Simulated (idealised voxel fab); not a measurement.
process module | voxel capacitor over wiring
cross-section cut | 195 nm wide | cells 5 nm
A cross-section is a grid of square cells, given in bands from the top down. A band is one or more rows of cells.
Each band's line starts with the height of the band's top and of its bottom, in nm. Then come its materials from left to right, each with its width in nm. One material with "throughout" fills the band from edge to edge. "air" is empty space.
Height 0 is the level under which the wafer as received is all one material. The lowest band goes on downwards, as in "0 down".
A width such as "30 to 40" changes by the same amount from each row of cells to the next, from the band's top row to its bottom row.
"no change" after a step means that no cell of the cross-section changed.
closed voids: empty space of 8 cells or more with no open way to the top, each as width x height at its distance from the left edge, in nm
after a step's settings: what the simulator itself notes on the step
overlay nm, on a step with a mask: how far to the right of its planned place the mask lay; to the left if negative
plan
1 op RECEIVE | material Si
2 op CONFORMAL_DEP | material SiO2 | thk nm 10
3 op CONFORMAL_DEP | material SiN | thk nm 5
4 op DIRECTIONAL_DEP | material lowk | thk nm 15
5 op PATTERN | tone open | mask id METAL_1 | material resist | width nm 25 | pitch nm 95 | thk nm 20 | overlay nm 0
6 op DIRECTIONAL_ETCH | etch materials lowk | depth nm 15
7 op DIRECTIONAL_ETCH | etch materials SiN | depth nm 5
8 op STRIP | etch materials resist
9 op CONFORMAL_DEP | material TiN | thk nm 5
10 op FILL_DEP | material Cu | thk nm 5
11 op CMP | height nm 30
12 op CONFORMAL_DEP | material SiCN | thk nm 5
13 op DIRECTIONAL_DEP | material SiO2 | thk nm 15
14 op MASKED_ETCH | tone open | mask id PLUG_1 | width nm 15 | etch materials SiO2 | depth nm 15 | overlay nm 0
15 op MASKED_ETCH | tone open | mask id PLUG_1 | width nm 15 | etch materials SiCN | depth nm 5 | overlay nm 0
16 op CONFORMAL_DEP | material TiN | thk nm 5
17 op FILL_DEP | material Cu | thk nm 5
18 op CMP | height nm 50
19 op DIRECTIONAL_DEP | material TiN | thk nm 10
20 op DIRECTIONAL_DEP | material HfO2 | thk nm 5
21 op DIRECTIONAL_DEP | material TiN | thk nm 5
22 op DIRECTIONAL_DEP | material aC | thk nm 15
23 op PATTERN | tone cover | mask id UPPER_PLATE | material resist | width nm 75 | thk nm 30 | overlay nm 0
24 op DIRECTIONAL_ETCH | etch materials aC | depth nm 15
25 op STRIP | etch materials resist
26 op DIRECTIONAL_ETCH | etch materials TiN | depth nm 5
27 op DIRECTIONAL_ETCH | etch materials HfO2 | depth nm 5
28 op STRIP | etch materials aC
29 op PATTERN | tone cover | mask id LOWER_PLATE | material resist | width nm 85 | thk nm 15 | overlay nm 0
30 op DIRECTIONAL_ETCH | etch materials TiN | depth nm 10
31 op STRIP | etch materials resist
32 op FILL_DEP | material SiO2 | thk nm 15
33 op CMP | height nm 80
34 op PATTERN | tone open | mask id PLUG_2 | material resist | width nm 15 | thk nm 20 | overlay nm 0
35 op DIRECTIONAL_ETCH | etch materials SiO2 | depth nm 10
36 op STRIP | etch materials resist
37 op CONFORMAL_DEP | material TiN | thk nm 5
38 op FILL_DEP | material W | thk nm 5
39 op CMP | height nm 80
40 op CONFORMAL_DEP | material SiCN | thk nm 5
as received, after step 1
  0 down: Si throughout
  closed voids: none
first wafer at the end, as planned
  85 to 80: SiCN throughout
  80 to 75: SiO2 55 | TiN 5 | W 5 | TiN 5 | SiO2 125
  75 to 65: SiO2 55 to 45 | TiN 15 to 75 | SiO2 125 to 75
  65 to 60: SiO2 45 | HfO2 75 | SiO2 75
  60 to 50: SiO2 40 | TiN 85 | SiO2 70
  50 to 35: SiO2 45 | TiN 5 | Cu 5 | TiN 5 | SiO2 135
  35 to 30: SiCN 45 | TiN 15 | SiCN 135
  30 to 15: lowk 35 | TiN 5 | Cu 15 | TiN 5 | lowk 70 | TiN 5 | Cu 15 | TiN 5 | lowk 40
  15 to 10: SiN 35 | TiN 25 | SiN 70 | TiN 25 | SiN 40
  10 to 0: SiO2 throughout
  0 down: Si throughout
  closed voids: none
second wafer at the end: like start, like plan, one mistake
  85 to 80: SiCN throughout
  80 to 75: SiO2 55 | TiN 5 | W 5 | TiN 5 | SiO2 125
  75 to 65: SiO2 55 to 45 | TiN 15 to 75 | SiO2 125 to 75
  65 to 60: SiO2 45 | HfO2 75 | SiO2 75
  60 to 50: SiO2 40 | TiN 85 | SiO2 70
  50 to 35: SiO2 45 | TiN 5 | Cu 5 | TiN 5 | SiO2 135
  35 to 30: SiCN 45 | TiN 15 | SiCN 135
  30 to 25: Cu throughout
  25 to 20: TiN 40 | Cu 15 | TiN 80 | Cu 15 | TiN 45
  20 to 5: lowk 35 | TiN 5 | Cu 15 | TiN 5 | lowk 70 | TiN 5 | Cu 15 | TiN 5 | lowk 40
  5 to 0: SiN 35 | TiN 25 | SiN 70 | TiN 25 | SiN 40
  0 down: Si throughout
  closed voids: none
what went wrong: step 2 was left out
at the end the second wafer has, in cells: 45 more of Cu | 78 fewer of SiO2 | 33 more of TiN
